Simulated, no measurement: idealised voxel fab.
Module name: voxel trench capacitor (process module)
cross-section cut | 265 nm wide | cells 5 nm
This document writes a cross-section as a grid whose cells are square, and gives it as bands, listed from the top down; one or more rows of cells form a band.
A band entry consists of two parts. The first gives the height of the band's top and the height of its bottom, in nm. The rest lists the band's materials from left to right, each with its width in nm. A single material labelled with the word "edge to edge" fills the band from edge to edge, and the word "blank" marks empty space.
Height 0 is the level under which the wafer as received is all one material. The lowest band goes on downwards, as in "top 0, no bottom".
Width "30->40": first value at the band's top row of cells, second value at its bottom row, equal change from row to row.
When a step is marked "no modifications", none of the cells in the cross-section changed during that step.
Cavities, sealed: empty space of 8 cells or more with no open way to the top, each as width x height at its distance from the left edge, in nm
Note: text after step settings on the step line = simulator remark on that step.
overlay nm: for a step with a mask, the amount by which the mask lay right of where it was planned; a negative amount means left of it.
Read each pair as before and after one process step. The after cross-section shows only down to the lowest band that changed. The step between them and its settings are given below the pair. Pairs can come from different runs of this module on the same starting wafer. A pair continues from the pair above only where its "Prior state" entry says so.

**Prior state**
* top 0, no bottom  Si edge to edge
* Cavities, sealed: none

**Cross-Section Thereafter**
* top 5, bottom 0  SiN edge to edge
* Below a height of 0, the structure has not been altered.
* Cavities, sealed: none
The process step separating the two cross-sections depicted above is as follows: CONFORMAL_DEP,material SiN,thk nm 5

Prior state: It is represented by the cross-section appearing after the step of the pair directly above.

**Cross-Section Thereafter**
* top 20, bottom 5  aC edge to edge
* Below a height of 5, the structure has not been altered.
* Cavities, sealed: none
The process step separating the two cross-sections depicted above is as follows: DIRECTIONAL_DEP,material aC,thk nm 15

Prior state: It is represented by the cross-section appearing after the step of the pair directly above.

**Cross-Section Thereafter**
* top 55, bottom 20  resist: 35; blank: 25; resist: 30; blank: 25; resist: 30; blank: 25; resist: 30; blank: 25; resist: 40
* Below a height of 20, the structure has not been altered.
* Cavities, sealed: none
The process step separating the two cross-sections depicted above is as follows: PATTERN,tone open,mask id TRENCH,material resist,width nm 25,pitch nm 55,thk nm 35,overlay nm 0

Prior state: It is represented by the cross-section appearing after the step of the pair directly above.

**Cross-Section Thereafter**
* top 40, bottom 20  resist: 35; blank: 25; resist: 30; blank: 25; resist: 30; blank: 25; resist: 30; blank: 25; resist: 40
* top 20, bottom 5  aC: 35; blank: 25; aC: 30; blank: 25; aC: 30; blank: 25; aC: 30; blank: 25; aC: 40
* Below a height of 5, the structure has not been altered.
* Cavities, sealed: none
The process step separating the two cross-sections depicted above is as follows: DIRECTIONAL_ETCH,etch materials aC,depth nm 15

Prior state: It is represented by the cross-section appearing after the step of the pair directly above.

**Cross-Section Thereafter**
* top 20, bottom 5  aC: 35; blank: 25; aC: 30; blank: 25; aC: 30; blank: 25; aC: 30; blank: 25; aC: 40
* Below a height of 5, the structure has not been altered.
* Cavities, sealed: none
The process step separating the two cross-sections depicted above is as follows: STRIP,etch materials resist

Prior state: It is represented by the cross-section appearing after the step of the pair directly above.

**Cross-Section Thereafter**
* top 20, bottom 5  aC: 35; blank: 25; aC: 30; blank: 25; aC: 30; blank: 25; aC: 30; blank: 25; aC: 40
* top 5, bottom 0  SiN: 35; blank: 25; SiN: 30; blank: 25; SiN: 30; blank: 25; SiN: 30; blank: 25; SiN: 40
* Below a height of 0, the structure has not been altered.
* Cavities, sealed: none
The process step separating the two cross-sections depicted above is as follows: DIRECTIONAL_ETCH,etch materials SiN,depth nm 5

Prior state: It is represented by the cross-section appearing after the step of the pair directly above.

**Cross-Section Thereafter**
* top 20, bottom 5  aC: 35; blank: 25; aC: 30; blank: 25; aC: 30; blank: 25; aC: 30; blank: 25; aC: 40
* top 5, bottom 0  SiN: 35; blank: 25; SiN: 30; blank: 25; SiN: 30; blank: 25; SiN: 30; blank: 25; SiN: 40
* top 0, bottom -40  Si: 35; blank: 25; Si: 30; blank: 25; Si: 30; blank: 25; Si: 30; blank: 25; Si: 40
* Below a height of -40, the structure has not been altered.
* Cavities, sealed: none
The process step separating the two cross-sections depicted above is as follows: DIRECTIONAL_ETCH,etch materials Si,depth nm 40

Prior state: It is represented by the cross-section appearing after the step of the pair directly above.

**Cross-Section Thereafter**
* top 5, bottom 0  SiN: 35; blank: 25; SiN: 30; blank: 25; SiN: 30; blank: 25; SiN: 30; blank: 25; SiN: 40
* Below a height of 0, the structure has not been altered.
* Cavities, sealed: none
The process step separating the two cross-sections depicted above is as follows: STRIP,etch materials aC

Prior state: It is represented by the cross-section appearing after the step of the pair directly above.

**Cross-Section Thereafter**
* top 10, bottom 5  HfO2: 40; blank: 15; HfO2: 40; blank: 15; HfO2: 40; blank: 15; HfO2: 40; blank: 15; HfO2: 45
* top 5, bottom 0  SiN: 35; HfO2: 5; blank: 15; HfO2: 5; SiN: 30; HfO2: 5; blank: 15; HfO2: 5; SiN: 30; HfO2: 5; blank: 15; HfO2: 5; SiN: 30; HfO2: 5; blank: 15; HfO2: 5; SiN: 40
* top 0, bottom -35  Si: 35; HfO2: 5; blank: 15; HfO2: 5; Si: 30; HfO2: 5; blank: 15; HfO2: 5; Si: 30; HfO2: 5; blank: 15; HfO2: 5; Si: 30; HfO2: 5; blank: 15; HfO2: 5; Si: 40
* top -35, bottom -40  Si: 35; HfO2: 25; Si: 30; HfO2: 25; Si: 30; HfO2: 25; Si: 30; HfO2: 25; Si: 40
* Below a height of -40, the structure has not been altered.
* Cavities, sealed: none
The process step separating the two cross-sections depicted above is as follows: CONFORMAL_DEP,material HfO2,thk nm 5

Prior state: It is represented by the cross-section appearing after the step of the pair directly above.

**Cross-Section Thereafter**
* top 15, bottom 10  TiN: 45; blank: 5; TiN: 50; blank: 5; TiN: 50; blank: 5; TiN: 50; blank: 5; TiN: 50
* top 10, bottom 5  HfO2: 40; TiN: 5; blank: 5; TiN: 5; HfO2: 40; TiN: 5; blank: 5; TiN: 5; HfO2: 40; TiN: 5; blank: 5; TiN: 5; HfO2: 40; TiN: 5; blank: 5; TiN: 5; HfO2: 45
* top 5, bottom 0  SiN: 35; HfO2: 5; TiN: 5; blank: 5; TiN: 5; HfO2: 5; SiN: 30; HfO2: 5; TiN: 5; blank: 5; TiN: 5; HfO2: 5; SiN: 30; HfO2: 5; TiN: 5; blank: 5; TiN: 5; HfO2: 5; SiN: 30; HfO2: 5; TiN: 5; blank: 5; TiN: 5; HfO2: 5; SiN: 40
* top 0, bottom -30  Si: 35; HfO2: 5; TiN: 5; blank: 5; TiN: 5; HfO2: 5; Si: 30; HfO2: 5; TiN: 5; blank: 5; TiN: 5; HfO2: 5; Si: 30; HfO2: 5; TiN: 5; blank: 5; TiN: 5; HfO2: 5; Si: 30; HfO2: 5; TiN: 5; blank: 5; TiN: 5; HfO2: 5; Si: 40
* top -30, bottom -35  Si: 35; HfO2: 5; TiN: 15; HfO2: 5; Si: 30; HfO2: 5; TiN: 15; HfO2: 5; Si: 30; HfO2: 5; TiN: 15; HfO2: 5; Si: 30; HfO2: 5; TiN: 15; HfO2: 5; Si: 40
* Below a height of -35, the structure has not been altered.
* Cavities, sealed: none
The process step separating the two cross-sections depicted above is as follows: CONFORMAL_DEP,material TiN,thk nm 5

Prior state: It is represented by the cross-section appearing after the step of the pair directly above.

**Cross-Section Thereafter**
* top 20, bottom 15  W edge to edge
* top 15, bottom 10  TiN: 45; W: 5; TiN: 50; W: 5; TiN: 50; W: 5; TiN: 50; W: 5; TiN: 50
* top 10, bottom 5  HfO2: 40; TiN: 5; W: 5; TiN: 5; HfO2: 40; TiN: 5; W: 5; TiN: 5; HfO2: 40; TiN: 5; W: 5; TiN: 5; HfO2: 40; TiN: 5; W: 5; TiN: 5; HfO2: 45
* top 5, bottom 0  SiN: 35; HfO2: 5; TiN: 5; W: 5; TiN: 5; HfO2: 5; SiN: 30; HfO2: 5; TiN: 5; W: 5; TiN: 5; HfO2: 5; SiN: 30; HfO2: 5; TiN: 5; W: 5; TiN: 5; HfO2: 5; SiN: 30; HfO2: 5; TiN: 5; W: 5; TiN: 5; HfO2: 5; SiN: 40
* top 0, bottom -30  Si: 35; HfO2: 5; TiN: 5; W: 5; TiN: 5; HfO2: 5; Si: 30; HfO2: 5; TiN: 5; W: 5; TiN: 5; HfO2: 5; Si: 30; HfO2: 5; TiN: 5; W: 5; TiN: 5; HfO2: 5; Si: 30; HfO2: 5; TiN: 5; W: 5; TiN: 5; HfO2: 5; Si: 40
* Below a height of -30, the structure has not been altered.
* Cavities, sealed: none
The process step separating the two cross-sections depicted above is as follows: FILL_DEP,material W,thk nm 5

Prior state: It is represented by the cross-section appearing after the step of the pair directly above.

**Cross-Section Thereafter**
* top 5, bottom 0  SiN: 35; HfO2: 5; TiN: 5; W: 5; TiN: 5; HfO2: 5; SiN: 30; HfO2: 5; TiN: 5; W: 5; TiN: 5; HfO2: 5; SiN: 30; HfO2: 5; TiN: 5; W: 5; TiN: 5; HfO2: 5; SiN: 30; HfO2: 5; TiN: 5; W: 5; TiN: 5; HfO2: 5; SiN: 40
* Below a height of 0, the structure has not been altered.
* Cavities, sealed: none
The process step separating the two cross-sections depicted above is as follows: CMP,height nm 5

**Prior state**
* top 20, bottom 5  aC: 35; blank: 25; aC: 30; blank: 25; aC: 30; blank: 25; aC: 30; blank: 25; aC: 40
* top 5, bottom 0  SiN: 35; blank: 25; SiN: 30; blank: 25; SiN: 30; blank: 25; SiN: 30; blank: 25; SiN: 40
* top 0, bottom -40  Si: 35; blank: 25; Si: 30; blank: 25; Si: 30; blank: 25; Si: 30; blank: 25; Si: 40
* top -40, no bottom  Si edge to edge
* Cavities, sealed: none

**Cross-Section Thereafter**
* top 20, bottom 5  aC: 35; blank: 25; aC: 30; blank: 25; aC: 30; blank: 25; aC: 30; blank: 25; aC: 40
* top 5, bottom 0  SiN: 35; blank: 25; SiN: 30; blank: 25; SiN: 30; blank: 25; SiN: 30; blank: 25; SiN: 40
* top 0, bottom -80  Si: 35; blank: 25; Si: 30; blank: 25; Si: 30; blank: 25; Si: 30; blank: 25; Si: 40
* Below a height of -80, the structure has not been altered.
* Cavities, sealed: none
The process step separating the two cross-sections depicted above is as follows: DIRECTIONAL_ETCH,etch materials Si,depth nm 40

Prior state: It is represented by the cross-section appearing after the step of the pair directly above.

**Cross-Section Thereafter**
* top 5, bottom 0  SiN: 35; blank: 25; SiN: 30; blank: 25; SiN: 30; blank: 25; SiN: 30; blank: 25; SiN: 40
* Below a height of 0, the structure has not been altered.
* Cavities, sealed: none
The process step separating the two cross-sections depicted above is as follows: STRIP,etch materials aC

Prior state: It is represented by the cross-section appearing after the step of the pair directly above.

**Cross-Section Thereafter**
* top 10, bottom 5  HfO2: 40; blank: 15; HfO2: 40; blank: 15; HfO2: 40; blank: 15; HfO2: 40; blank: 15; HfO2: 45
* top 5, bottom 0  SiN: 35; HfO2: 5; blank: 15; HfO2: 5; SiN: 30; HfO2: 5; blank: 15; HfO2: 5; SiN: 30; HfO2: 5; blank: 15; HfO2: 5; SiN: 30; HfO2: 5; blank: 15; HfO2: 5; SiN: 40
* top 0, bottom -75  Si: 35; HfO2: 5; blank: 15; HfO2: 5; Si: 30; HfO2: 5; blank: 15; HfO2: 5; Si: 30; HfO2: 5; blank: 15; HfO2: 5; Si: 30; HfO2: 5; blank: 15; HfO2: 5; Si: 40
* top -75, bottom -80  Si: 35; HfO2: 25; Si: 30; HfO2: 25; Si: 30; HfO2: 25; Si: 30; HfO2: 25; Si: 40
* Below a height of -80, the structure has not been altered.
* Cavities, sealed: none
The process step separating the two cross-sections depicted above is as follows: CONFORMAL_DEP,material HfO2,thk nm 5

Prior state: It is represented by the cross-section appearing after the step of the pair directly above.

**Cross-Section Thereafter**
* top 15, bottom 10  TiN: 45; blank: 5; TiN: 50; blank: 5; TiN: 50; blank: 5; TiN: 50; blank: 5; TiN: 50
* top 10, bottom 5  HfO2: 40; TiN: 5; blank: 5; TiN: 5; HfO2: 40; TiN: 5; blank: 5; TiN: 5; HfO2: 40; TiN: 5; blank: 5; TiN: 5; HfO2: 40; TiN: 5; blank: 5; TiN: 5; HfO2: 45
* top 5, bottom 0  SiN: 35; HfO2: 5; TiN: 5; blank: 5; TiN: 5; HfO2: 5; SiN: 30; HfO2: 5; TiN: 5; blank: 5; TiN: 5; HfO2: 5; SiN: 30; HfO2: 5; TiN: 5; blank: 5; TiN: 5; HfO2: 5; SiN: 30; HfO2: 5; TiN: 5; blank: 5; TiN: 5; HfO2: 5; SiN: 40
* top 0, bottom -70  Si: 35; HfO2: 5; TiN: 5; blank: 5; TiN: 5; HfO2: 5; Si: 30; HfO2: 5; TiN: 5; blank: 5; TiN: 5; HfO2: 5; Si: 30; HfO2: 5; TiN: 5; blank: 5; TiN: 5; HfO2: 5; Si: 30; HfO2: 5; TiN: 5; blank: 5; TiN: 5; HfO2: 5; Si: 40
* top -70, bottom -75  Si: 35; HfO2: 5; TiN: 15; HfO2: 5; Si: 30; HfO2: 5; TiN: 15; HfO2: 5; Si: 30; HfO2: 5; TiN: 15; HfO2: 5; Si: 30; HfO2: 5; TiN: 15; HfO2: 5; Si: 40
* Below a height of -75, the structure has not been altered.
* Cavities, sealed: none
The process step separating the two cross-sections depicted above is as follows: CONFORMAL_DEP,material TiN,thk nm 5

Prior state: It is represented by the cross-section appearing after the step of the pair directly above.

**Cross-Section Thereafter**
* top 20, bottom 15  W edge to edge
* top 15, bottom 10  TiN: 45; W: 5; TiN: 50; W: 5; TiN: 50; W: 5; TiN: 50; W: 5; TiN: 50
* top 10, bottom 5  HfO2: 40; TiN: 5; W: 5; TiN: 5; HfO2: 40; TiN: 5; W: 5; TiN: 5; HfO2: 40; TiN: 5; W: 5; TiN: 5; HfO2: 40; TiN: 5; W: 5; TiN: 5; HfO2: 45
* top 5, bottom 0  SiN: 35; HfO2: 5; TiN: 5; W: 5; TiN: 5; HfO2: 5; SiN: 30; HfO2: 5; TiN: 5; W: 5; TiN: 5; HfO2: 5; SiN: 30; HfO2: 5; TiN: 5; W: 5; TiN: 5; HfO2: 5; SiN: 30; HfO2: 5; TiN: 5; W: 5; TiN: 5; HfO2: 5; SiN: 40
* top 0, bottom -70  Si: 35; HfO2: 5; TiN: 5; W: 5; TiN: 5; HfO2: 5; Si: 30; HfO2: 5; TiN: 5; W: 5; TiN: 5; HfO2: 5; Si: 30; HfO2: 5; TiN: 5; W: 5; TiN: 5; HfO2: 5; Si: 30; HfO2: 5; TiN: 5; W: 5; TiN: 5; HfO2: 5; Si: 40
* Below a height of -70, the structure has not been altered.
* Cavities, sealed: none
The process step separating the two cross-sections depicted above is as follows: FILL_DEP,material W,thk nm 5

Prior state: It is represented by the cross-section appearing after the step of the pair directly above.

**Cross-Section Thereafter**
* top 5, bottom 0  SiN: 35; HfO2: 5; TiN: 5; W: 5; TiN: 5; HfO2: 5; SiN: 30; HfO2: 5; TiN: 5; W: 5; TiN: 5; HfO2: 5; SiN: 30; HfO2: 5; TiN: 5; W: 5; TiN: 5; HfO2: 5; SiN: 30; HfO2: 5; TiN: 5; W: 5; TiN: 5; HfO2: 5; SiN: 40
* Below a height of 0, the structure has not been altered.
* Cavities, sealed: none
The process step separating the two cross-sections depicted above is as follows: CMP,height nm 5

**Prior state**
* top 5, bottom 0  SiN: 35; blank: 25; SiN: 30; blank: 25; SiN: 30; blank: 25; SiN: 30; blank: 25; SiN: 40
* top 0, bottom -40  Si: 35; blank: 25; Si: 30; blank: 25; Si: 30; blank: 25; Si: 30; blank: 25; Si: 40
* top -40, no bottom  Si edge to edge
* Cavities, sealed: none

**Cross-Section Thereafter**
* top 10, bottom 5  TiN: 40; blank: 15; TiN: 40; blank: 15; TiN: 40; blank: 15; TiN: 40; blank: 15; TiN: 45
* top 5, bottom 0  SiN: 35; TiN: 5; blank: 15; TiN: 5; SiN: 30; TiN: 5; blank: 15; TiN: 5; SiN: 30; TiN: 5; blank: 15; TiN: 5; SiN: 30; TiN: 5; blank: 15; TiN: 5; SiN: 40
* top 0, bottom -35  Si: 35; TiN: 5; blank: 15; TiN: 5; Si: 30; TiN: 5; blank: 15; TiN: 5; Si: 30; TiN: 5; blank: 15; TiN: 5; Si: 30; TiN: 5; blank: 15; TiN: 5; Si: 40
* top -35, bottom -40  Si: 35; TiN: 25; Si: 30; TiN: 25; Si: 30; TiN: 25; Si: 30; TiN: 25; Si: 40
* Below a height of -40, the structure has not been altered.
* Cavities, sealed: none
The process step separating the two cross-sections depicted above is as follows: CONFORMAL_DEP,material TiN,thk nm 5

Prior state: It is represented by the cross-section appearing after the step of the pair directly above.

**Cross-Section Thereafter**
* top 15, bottom 10  HfO2: 45; blank: 5; HfO2: 50; blank: 5; HfO2: 50; blank: 5; HfO2: 50; blank: 5; HfO2: 50
* top 10, bottom 5  TiN: 40; HfO2: 5; blank: 5; HfO2: 5; TiN: 40; HfO2: 5; blank: 5; HfO2: 5; TiN: 40; HfO2: 5; blank: 5; HfO2: 5; TiN: 40; HfO2: 5; blank: 5; HfO2: 5; TiN: 45
* top 5, bottom 0  SiN: 35; TiN: 5; HfO2: 5; blank: 5; HfO2: 5; TiN: 5; SiN: 30; TiN: 5; HfO2: 5; blank: 5; HfO2: 5; TiN: 5; SiN: 30; TiN: 5; HfO2: 5; blank: 5; HfO2: 5; TiN: 5; SiN: 30; TiN: 5; HfO2: 5; blank: 5; HfO2: 5; TiN: 5; SiN: 40
* top 0, bottom -30  Si: 35; TiN: 5; HfO2: 5; blank: 5; HfO2: 5; TiN: 5; Si: 30; TiN: 5; HfO2: 5; blank: 5; HfO2: 5; TiN: 5; Si: 30; TiN: 5; HfO2: 5; blank: 5; HfO2: 5; TiN: 5; Si: 30; TiN: 5; HfO2: 5; blank: 5; HfO2: 5; TiN: 5; Si: 40
* top -30, bottom -35  Si: 35; TiN: 5; HfO2: 15; TiN: 5; Si: 30; TiN: 5; HfO2: 15; TiN: 5; Si: 30; TiN: 5; HfO2: 15; TiN: 5; Si: 30; TiN: 5; HfO2: 15; TiN: 5; Si: 40
* Below a height of -35, the structure has not been altered.
* Cavities, sealed: none
The process step separating the two cross-sections depicted above is as follows: CONFORMAL_DEP,material HfO2,thk nm 5

Prior state: It is represented by the cross-section appearing after the step of the pair directly above.

**Cross-Section Thereafter**
* top 20, bottom 15  W edge to edge
* top 15, bottom 10  HfO2: 45; W: 5; HfO2: 50; W: 5; HfO2: 50; W: 5; HfO2: 50; W: 5; HfO2: 50
* top 10, bottom 5  TiN: 40; HfO2: 5; W: 5; HfO2: 5; TiN: 40; HfO2: 5; W: 5; HfO2: 5; TiN: 40; HfO2: 5; W: 5; HfO2: 5; TiN: 40; HfO2: 5; W: 5; HfO2: 5; TiN: 45
* top 5, bottom 0  SiN: 35; TiN: 5; HfO2: 5; W: 5; HfO2: 5; TiN: 5; SiN: 30; TiN: 5; HfO2: 5; W: 5; HfO2: 5; TiN: 5; SiN: 30; TiN: 5; HfO2: 5; W: 5; HfO2: 5; TiN: 5; SiN: 30; TiN: 5; HfO2: 5; W: 5; HfO2: 5; TiN: 5; SiN: 40
* top 0, bottom -30  Si: 35; TiN: 5; HfO2: 5; W: 5; HfO2: 5; TiN: 5; Si: 30; TiN: 5; HfO2: 5; W: 5; HfO2: 5; TiN: 5; Si: 30; TiN: 5; HfO2: 5; W: 5; HfO2: 5; TiN: 5; Si: 30; TiN: 5; HfO2: 5; W: 5; HfO2: 5; TiN: 5; Si: 40
* Below a height of -30, the structure has not been altered.
* Cavities, sealed: none
The process step separating the two cross-sections depicted above is as follows: FILL_DEP,material W,thk nm 5

Prior state: It is represented by the cross-section appearing after the step of the pair directly above.

**Cross-Section Thereafter**
* top 5, bottom 0  SiN: 35; TiN: 5; HfO2: 5; W: 5; HfO2: 5; TiN: 5; SiN: 30; TiN: 5; HfO2: 5; W: 5; HfO2: 5; TiN: 5; SiN: 30; TiN: 5; HfO2: 5; W: 5; HfO2: 5; TiN: 5; SiN: 30; TiN: 5; HfO2: 5; W: 5; HfO2: 5; TiN: 5; SiN: 40
* Below a height of 0, the structure has not been altered.
* Cavities, sealed: none
The process step separating the two cross-sections depicted above is as follows: CMP,height nm 5

**Prior state**
* top 20, bottom 5  aC: 35; blank: 25; aC: 30; blank: 25; aC: 30; blank: 25; aC: 30; blank: 25; aC: 40
* top 5, bottom 0  SiN: 35; blank: 25; SiN: 30; blank: 25; SiN: 30; blank: 25; SiN: 30; blank: 25; SiN: 40
* top 0, no bottom  Si edge to edge
* Cavities, sealed: none

**Cross-Section Thereafter**
* top 20, bottom 5  aC: 35; blank: 25; aC: 30; blank: 25; aC: 30; blank: 25; aC: 30; blank: 25; aC: 40
* top 5, bottom 0  SiN: 35; blank: 25; SiN: 30; blank: 25; SiN: 30; blank: 25; SiN: 30; blank: 25; SiN: 40
* top 0, bottom -35  Si: 35; blank: 25; Si: 30; blank: 25; Si: 30; blank: 25; Si: 30; blank: 25; Si: 40
* Below a height of -35, the structure has not been altered.
* Cavities, sealed: none
The process step separating the two cross-sections depicted above is as follows: DIRECTIONAL_ETCH,etch materials Si,depth nm 35

Prior state: It is represented by the cross-section appearing after the step of the pair directly above.

**Cross-Section Thereafter**
* top 5, bottom 0  SiN: 35; blank: 25; SiN: 30; blank: 25; SiN: 30; blank: 25; SiN: 30; blank: 25; SiN: 40
* Below a height of 0, the structure has not been altered.
* Cavities, sealed: none
The process step separating the two cross-sections depicted above is as follows: STRIP,etch materials aC

Prior state: It is represented by the cross-section appearing after the step of the pair directly above.

**Cross-Section Thereafter**
* top 10, bottom 5  HfO2: 40; blank: 15; HfO2: 40; blank: 15; HfO2: 40; blank: 15; HfO2: 40; blank: 15; HfO2: 45
* top 5, bottom 0  SiN: 35; HfO2: 5; blank: 15; HfO2: 5; SiN: 30; HfO2: 5; blank: 15; HfO2: 5; SiN: 30; HfO2: 5; blank: 15; HfO2: 5; SiN: 30; HfO2: 5; blank: 15; HfO2: 5; SiN: 40
* top 0, bottom -30  Si: 35; HfO2: 5; blank: 15; HfO2: 5; Si: 30; HfO2: 5; blank: 15; HfO2: 5; Si: 30; HfO2: 5; blank: 15; HfO2: 5; Si: 30; HfO2: 5; blank: 15; HfO2: 5; Si: 40
* top -30, bottom -35  Si: 35; HfO2: 25; Si: 30; HfO2: 25; Si: 30; HfO2: 25; Si: 30; HfO2: 25; Si: 40
* Below a height of -35, the structure has not been altered.
* Cavities, sealed: none
The process step separating the two cross-sections depicted above is as follows: CONFORMAL_DEP,material HfO2,thk nm 5

Prior state: It is represented by the cross-section appearing after the step of the pair directly above.

**Cross-Section Thereafter**
* top 15, bottom 10  TiN: 45; blank: 5; TiN: 50; blank: 5; TiN: 50; blank: 5; TiN: 50; blank: 5; TiN: 50
* top 10, bottom 5  HfO2: 40; TiN: 5; blank: 5; TiN: 5; HfO2: 40; TiN: 5; blank: 5; TiN: 5; HfO2: 40; TiN: 5; blank: 5; TiN: 5; HfO2: 40; TiN: 5; blank: 5; TiN: 5; HfO2: 45
* top 5, bottom 0  SiN: 35; HfO2: 5; TiN: 5; blank: 5; TiN: 5; HfO2: 5; SiN: 30; HfO2: 5; TiN: 5; blank: 5; TiN: 5; HfO2: 5; SiN: 30; HfO2: 5; TiN: 5; blank: 5; TiN: 5; HfO2: 5; SiN: 30; HfO2: 5; TiN: 5; blank: 5; TiN: 5; HfO2: 5; SiN: 40
* top 0, bottom -25  Si: 35; HfO2: 5; TiN: 5; blank: 5; TiN: 5; HfO2: 5; Si: 30; HfO2: 5; TiN: 5; blank: 5; TiN: 5; HfO2: 5; Si: 30; HfO2: 5; TiN: 5; blank: 5; TiN: 5; HfO2: 5; Si: 30; HfO2: 5; TiN: 5; blank: 5; TiN: 5; HfO2: 5; Si: 40
* top -25, bottom -30  Si: 35; HfO2: 5; TiN: 15; HfO2: 5; Si: 30; HfO2: 5; TiN: 15; HfO2: 5; Si: 30; HfO2: 5; TiN: 15; HfO2: 5; Si: 30; HfO2: 5; TiN: 15; HfO2: 5; Si: 40
* Below a height of -30, the structure has not been altered.
* Cavities, sealed: none
The process step separating the two cross-sections depicted above is as follows: CONFORMAL_DEP,material TiN,thk nm 5

Prior state: It is represented by the cross-section appearing after the step of the pair directly above.

**Cross-Section Thereafter**
* top 20, bottom 15  W edge to edge
* top 15, bottom 10  TiN: 45; W: 5; TiN: 50; W: 5; TiN: 50; W: 5; TiN: 50; W: 5; TiN: 50
* top 10, bottom 5  HfO2: 40; TiN: 5; W: 5; TiN: 5; HfO2: 40; TiN: 5; W: 5; TiN: 5; HfO2: 40; TiN: 5; W: 5; TiN: 5; HfO2: 40; TiN: 5; W: 5; TiN: 5; HfO2: 45
* top 5, bottom 0  SiN: 35; HfO2: 5; TiN: 5; W: 5; TiN: 5; HfO2: 5; SiN: 30; HfO2: 5; TiN: 5; W: 5; TiN: 5; HfO2: 5; SiN: 30; HfO2: 5; TiN: 5; W: 5; TiN: 5; HfO2: 5; SiN: 30; HfO2: 5; TiN: 5; W: 5; TiN: 5; HfO2: 5; SiN: 40
* top 0, bottom -25  Si: 35; HfO2: 5; TiN: 5; W: 5; TiN: 5; HfO2: 5; Si: 30; HfO2: 5; TiN: 5; W: 5; TiN: 5; HfO2: 5; Si: 30; HfO2: 5; TiN: 5; W: 5; TiN: 5; HfO2: 5; Si: 30; HfO2: 5; TiN: 5; W: 5; TiN: 5; HfO2: 5; Si: 40
* Below a height of -25, the structure has not been altered.
* Cavities, sealed: none
The process step separating the two cross-sections depicted above is as follows: FILL_DEP,material W,thk nm 5

Prior state: It is represented by the cross-section appearing after the step of the pair directly above.

**Cross-Section Thereafter**
* top 5, bottom 0  SiN: 35; HfO2: 5; TiN: 5; W: 5; TiN: 5; HfO2: 5; SiN: 30; HfO2: 5; TiN: 5; W: 5; TiN: 5; HfO2: 5; SiN: 30; HfO2: 5; TiN: 5; W: 5; TiN: 5; HfO2: 5; SiN: 30; HfO2: 5; TiN: 5; W: 5; TiN: 5; HfO2: 5; SiN: 40
* Below a height of 0, the structure has not been altered.
* Cavities, sealed: none
The process step separating the two cross-sections depicted above is as follows: CMP,height nm 5

**Prior state**
* top 20, bottom 5  aC edge to edge
* top 5, bottom 0  SiN edge to edge
* top 0, no bottom  Si edge to edge
* Cavities, sealed: none

**Cross-Section Thereafter**
* top 55, bottom 20  resist: 40; blank: 20; resist: 35; blank: 20; resist: 35; blank: 20; resist: 35; blank: 20; resist: 40
* Below a height of 20, the structure has not been altered.
* Cavities, sealed: none
The process step separating the two cross-sections depicted above is as follows: PATTERN,tone open,mask id TRENCH,material resist,width nm 20,pitch nm 55,thk nm 35,overlay nm 0

Prior state: It is represented by the cross-section appearing after the step of the pair directly above.

**Cross-Section Thereafter**
* top 40, bottom 20  resist: 40; blank: 20; resist: 35; blank: 20; resist: 35; blank: 20; resist: 35; blank: 20; resist: 40
* top 20, bottom 5  aC: 40; blank: 20; aC: 35; blank: 20; aC: 35; blank: 20; aC: 35; blank: 20; aC: 40
* Below a height of 5, the structure has not been altered.
* Cavities, sealed: none
The process step separating the two cross-sections depicted above is as follows: DIRECTIONAL_ETCH,etch materials aC,depth nm 15

Prior state: It is represented by the cross-section appearing after the step of the pair directly above.

**Cross-Section Thereafter**
* top 20, bottom 5  aC: 40; blank: 20; aC: 35; blank: 20; aC: 35; blank: 20; aC: 35; blank: 20; aC: 40
* Below a height of 5, the structure has not been altered.
* Cavities, sealed: none
The process step separating the two cross-sections depicted above is as follows: STRIP,etch materials resist

Prior state: It is represented by the cross-section appearing after the step of the pair directly above.

**Cross-Section Thereafter**
* top 20, bottom 5  aC: 40; blank: 20; aC: 35; blank: 20; aC: 35; blank: 20; aC: 35; blank: 20; aC: 40
* top 5, bottom 0  SiN: 40; blank: 20; SiN: 35; blank: 20; SiN: 35; blank: 20; SiN: 35; blank: 20; SiN: 40
* Below a height of 0, the structure has not been altered.
* Cavities, sealed: none
The process step separating the two cross-sections depicted above is as follows: DIRECTIONAL_ETCH,etch materials SiN,depth nm 5

Prior state: It is represented by the cross-section appearing after the step of the pair directly above.

**Cross-Section Thereafter**
* top 20, bottom 5  aC: 40; blank: 20; aC: 35; blank: 20; aC: 35; blank: 20; aC: 35; blank: 20; aC: 40
* top 5, bottom 0  SiN: 40; blank: 20; SiN: 35; blank: 20; SiN: 35; blank: 20; SiN: 35; blank: 20; SiN: 40
* top 0, bottom -40  Si: 40; blank: 20; Si: 35; blank: 20; Si: 35; blank: 20; Si: 35; blank: 20; Si: 40
* Below a height of -40, the structure has not been altered.
* Cavities, sealed: none
The process step separating the two cross-sections depicted above is as follows: DIRECTIONAL_ETCH,etch materials Si,depth nm 40

Prior state: It is represented by the cross-section appearing after the step of the pair directly above.

**Cross-Section Thereafter**
* top 5, bottom 0  SiN: 40; blank: 20; SiN: 35; blank: 20; SiN: 35; blank: 20; SiN: 35; blank: 20; SiN: 40
* Below a height of 0, the structure has not been altered.
* Cavities, sealed: none
The process step separating the two cross-sections depicted above is as follows: STRIP,etch materials aC

Prior state: It is represented by the cross-section appearing after the step of the pair directly above.

**Cross-Section Thereafter**
* top 10, bottom 5  HfO2: 45; blank: 10; HfO2: 45; blank: 10; HfO2: 45; blank: 10; HfO2: 45; blank: 10; HfO2: 45
* top 5, bottom 0  SiN: 40; HfO2: 5; blank: 10; HfO2: 5; SiN: 35; HfO2: 5; blank: 10; HfO2: 5; SiN: 35; HfO2: 5; blank: 10; HfO2: 5; SiN: 35; HfO2: 5; blank: 10; HfO2: 5; SiN: 40
* top 0, bottom -35  Si: 40; HfO2: 5; blank: 10; HfO2: 5; Si: 35; HfO2: 5; blank: 10; HfO2: 5; Si: 35; HfO2: 5; blank: 10; HfO2: 5; Si: 35; HfO2: 5; blank: 10; HfO2: 5; Si: 40
* top -35, bottom -40  Si: 40; HfO2: 20; Si: 35; HfO2: 20; Si: 35; HfO2: 20; Si: 35; HfO2: 20; Si: 40
* Below a height of -40, the structure has not been altered.
* Cavities, sealed: none
The process step separating the two cross-sections depicted above is as follows: CONFORMAL_DEP,material HfO2,thk nm 5
